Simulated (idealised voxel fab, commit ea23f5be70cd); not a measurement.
The following is a process module called voxel transistor to metal.
Section cut is 290 nm wide and gridded with 5 nm square cells.
If you're reading a cross-section in this doc, picture square cells in a grid; it comes to you as bands, top ones listed first down to the bottom, and a band can be one or more rows of cells. For a band, the entry starts with two heights in nm, that of the top and then that of the bottom, and carries on with the band's materials in order from left to right, each alongside its width in nm; the word "everywhere" beside a single material means it fills the band edge to edge, and "blank" means empty space. Heights are expressed relative to 0, this being the level below which the as-received wafer comprises one material exclusively. The lowest band is unbounded in the downward direction and is denoted as in "z 0 and below". Read "30..40" as a graded width: first number on top, second number at the bottom, same change between each pair of neighbouring rows. Where a step carries "remained the same", the cross-section came out of it unchanged, cell for cell. Enclosed voids (no open way to top), threshold 8 cells or more, entry "Trapped cavities", notation width x height at distance, distance from left edge, nm. after a step's settings: what the simulator itself notes on the step. Among the settings permitted on a step's line is "overlay nm"; applied to a step with a mask, it specifies the extent to which the mask lay to the right of its planned position, whereas a negative figure signifies a position to the left. What follows is a series of pairs. Each pair shows a cross-section before one process step and the cross-section after it, and the after view is drawn only down to the lowest band that changed. Beneath each pair is the step that lies between the two, with its settings. Pairs may come from different runs of this module on the same starting wafer, so a pair continues from the one above it only where its entry headed "Prior state" says so.

-- Prior state
z 100 to 85  blank 35 nm, then SiO2 20 nm, then blank 105 nm, then SiO2 20 nm, then blank 110 nm
z 85 to 75  SiO2 everywhere
z 75 to 70  SiCN everywhere
z 70 to 45  SiO2 35 nm, then TiN 5 nm, then Cu 10 nm, then TiN 5 nm, then SiO2 55 nm, then TiN 5 nm, then Cu 10 nm, then TiN 5 nm, then SiO2 30 nm, then TiN 5 nm, then Cu 10 nm, then TiN 5 nm, then SiO2 55 nm, then TiN 5 nm, then Cu 10 nm, then TiN 5 nm, then SiO2 35 nm
z 45 to 40  SiCN 35 nm, then TiN 20 nm, then SiCN 55 nm, then TiN 20 nm, then SiCN 30 nm, then TiN 20 nm, then SiCN 55 nm, then TiN 20 nm, then SiCN 35 nm
z 40 to 25  SiO2 35 nm, then TiN 5 nm, then Ru 10 nm, then TiN 5 nm, then SiO2 55 nm, then TiN 5 nm, then Ru 10 nm, then TiN 5 nm, then SiO2 30 nm, then TiN 5 nm, then Ru 10 nm, then TiN 5 nm, then SiO2 55 nm, then TiN 5 nm, then Ru 10 nm, then TiN 5 nm, then SiO2 35 nm
z 25 to 15  SiO2 35 nm, then TiN 5 nm, then Ru 10 nm, then TiN 5 nm, then SiN 10 nm, then SiO2 5 nm, then SiCN 25 nm, then SiO2 5 nm, then SiN 10 nm, then TiN 5 nm, then Ru 10 nm, then TiN 5 nm, then SiO2 30 nm, then TiN 5 nm, then Ru 10 nm, then TiN 5 nm, then SiN 10 nm, then SiO2 5 nm, then SiCN 25 nm, then SiO2 5 nm, then SiN 10 nm, then TiN 5 nm, then Ru 10 nm, then TiN 5 nm, then SiO2 35 nm
z 15 to 10  SiO2 35 nm, then TiN 20 nm, then SiN 10 nm, then SiO2 5 nm, then polySi 25 nm, then SiO2 5 nm, then SiN 10 nm, then TiN 20 nm, then SiO2 30 nm, then TiN 20 nm, then SiN 10 nm, then SiO2 5 nm, then polySi 25 nm, then SiO2 5 nm, then SiN 10 nm, then TiN 20 nm, then SiO2 35 nm
z 10 to -5  SiO2 35 nm, then nSi 20 nm, then SiN 10 nm, then SiO2 5 nm, then polySi 25 nm, then SiO2 5 nm, then SiN 10 nm, then nSi 20 nm, then SiO2 30 nm, then nSi 20 nm, then SiN 10 nm, then SiO2 5 nm, then polySi 25 nm, then SiO2 5 nm, then SiN 10 nm, then nSi 20 nm, then SiO2 35 nm
z -5 to -10  SiO2 30 nm, then nSi 25 nm, then SiO2 55 nm, then nSi 25 nm, then SiO2 20 nm, then nSi 25 nm, then SiO2 55 nm, then nSi 25 nm, then SiO2 30 nm
z -10 to -25  SiO2 35 nm, then nSi 20 nm, then Si 55 nm, then nSi 20 nm, then SiO2 30 nm, then nSi 20 nm, then Si 55 nm, then nSi 20 nm, then SiO2 35 nm
z -25 to -35  SiO2 35 nm, then Si 95 nm, then SiO2 30 nm, then Si 95 nm, then SiO2 35 nm
z -35 and below  Si everywhere
Trapped cavities: none

-- Step Result
z 115 to 100  blank 35 nm, then aC 20 nm, then blank 105 nm, then aC 20 nm, then blank 110 nm
z 100 to 85  aC 35 nm, then SiO2 20 nm, then aC 105 nm, then SiO2 20 nm, then aC 110 nm
Under the height 85 nothing was changed.
Trapped cavities: none
Relating the two cross-sections above, the step in between is DIRECTIONAL_DEP, material aC, thk nm 15

Prior state: unchanged from the after cross-section in the pair immediately above; refer to that figure.

-- Step Result
z 145 to 115  resist 35 nm, then blank 15 nm, then resist 110 nm, then blank 15 nm, then resist 115 nm
z 115 to 100  resist 35 nm, then aC 20 nm, then resist 105 nm, then aC 20 nm, then resist 110 nm
Under the height 100 nothing was changed.
Trapped cavities: none
Relating the two cross-sections above, the step in between is PATTERN, tone open, mask id METAL_2_HOLES, material resist, width nm 15, pitch nm 125, thk nm 30, overlay nm 0

Prior state: unchanged from the after cross-section in the pair immediately above; refer to that figure.

-- Step Result
z 130 to 115  resist 35 nm, then blank 15 nm, then resist 110 nm, then blank 15 nm, then resist 115 nm
z 115 to 100  resist 35 nm, then blank 15 nm, then aC 5 nm, then resist 105 nm, then blank 15 nm, then aC 5 nm, then resist 110 nm
Under the height 100 nothing was changed.
Trapped cavities: none
Relating the two cross-sections above, the step in between is DIRECTIONAL_ETCH, etch materials aC, depth nm 15

Prior state: unchanged from the after cross-section in the pair immediately above; refer to that figure.

-- Step Result
z 115 to 100  blank 50 nm, then aC 5 nm, then blank 120 nm, then aC 5 nm, then blank 110 nm
Under the height 100 nothing was changed.
Trapped cavities: none
Relating the two cross-sections above, the step in between is STRIP, etch materials resist

Prior state: unchanged from the after cross-section in the pair immediately above; refer to that figure.

-- Step Result
z 115 to 100  blank 50 nm, then aC 5 nm, then blank 120 nm, then aC 5 nm, then blank 110 nm
z 100 to 90  aC 35 nm, then blank 15 nm, then SiO2 5 nm, then aC 105 nm, then blank 15 nm, then SiO2 5 nm, then aC 110 nm
Under the height 90 nothing was changed.
Trapped cavities: none
Relating the two cross-sections above, the step in between is DIRECTIONAL_ETCH, etch materials SiO2, depth nm 10

Prior state: unchanged from the after cross-section in the pair immediately above; refer to that figure.

-- Step Result
z 100 to 90  blank 50 nm, then SiO2 5 nm, then blank 120 nm, then SiO2 5 nm, then blank 110 nm
z 90 to 85  blank 35 nm, then SiO2 20 nm, then blank 105 nm, then SiO2 20 nm, then blank 110 nm
Under the height 85 nothing was changed.
Trapped cavities: none
Relating the two cross-sections above, the step in between is STRIP, etch materials aC

Prior state: unchanged from the after cross-section in the pair immediately above; refer to that figure.

-- Step Result
z 105 to 100  blank 45 nm, then TiN 15 nm, then blank 110 nm, then TiN 15 nm, then blank 105 nm
z 100 to 90  blank 45..30 nm, then TiN 5..20 nm, then SiO2 5 nm, then TiN 5 nm, then blank 110..95 nm, then TiN 5..20 nm, then SiO2 5 nm, then TiN 5 nm, then blank 105 nm
z 90 to 85  TiN 35 nm, then SiO2 20 nm, then TiN 105 nm, then SiO2 20 nm, then TiN 110 nm
Under the height 85 nothing was changed.
Trapped cavities: none
Relating the two cross-sections above, the step in between is CONFORMAL_DEP, material TiN, thk nm 5

Prior state: unchanged from the after cross-section in the pair immediately above; refer to that figure.

-- Step Result
z 115 to 105  Ru everywhere
z 105 to 100  Ru 45 nm, then TiN 15 nm, then Ru 110 nm, then TiN 15 nm, then Ru 105 nm
z 100 to 90  Ru 45..30 nm, then TiN 5..20 nm, then SiO2 5 nm, then TiN 5 nm, then Ru 110..95 nm, then TiN 5..20 nm, then SiO2 5 nm, then TiN 5 nm, then Ru 105 nm
Under the height 90 nothing was changed.
Trapped cavities: none
Relating the two cross-sections above, the step in between is FILL_DEP, material Ru, thk nm 10

Prior state: unchanged from the after cross-section in the pair immediately above; refer to that figure.

-- Step Result
z 100 to 90  Ru 45..30 nm, then TiN 5..20 nm, then SiO2 5 nm, then TiN 5 nm, then Ru 110..95 nm, then TiN 5..20 nm, then SiO2 5 nm, then TiN 5 nm, then Ru 105 nm
Under the height 90 nothing was changed.
Trapped cavities: none
Relating the two cross-sections above, the step in between is CMP, height nm 100

Prior state: unchanged from the after cross-section in the pair immediately above; refer to that figure.

-- Step Result
z 105 to 100  SiCN everywhere
Under the height 100 nothing was changed.
Trapped cavities: none
Relating the two cross-sections above, the step in between is CONFORMAL_DEP, material SiCN, thk nm 5
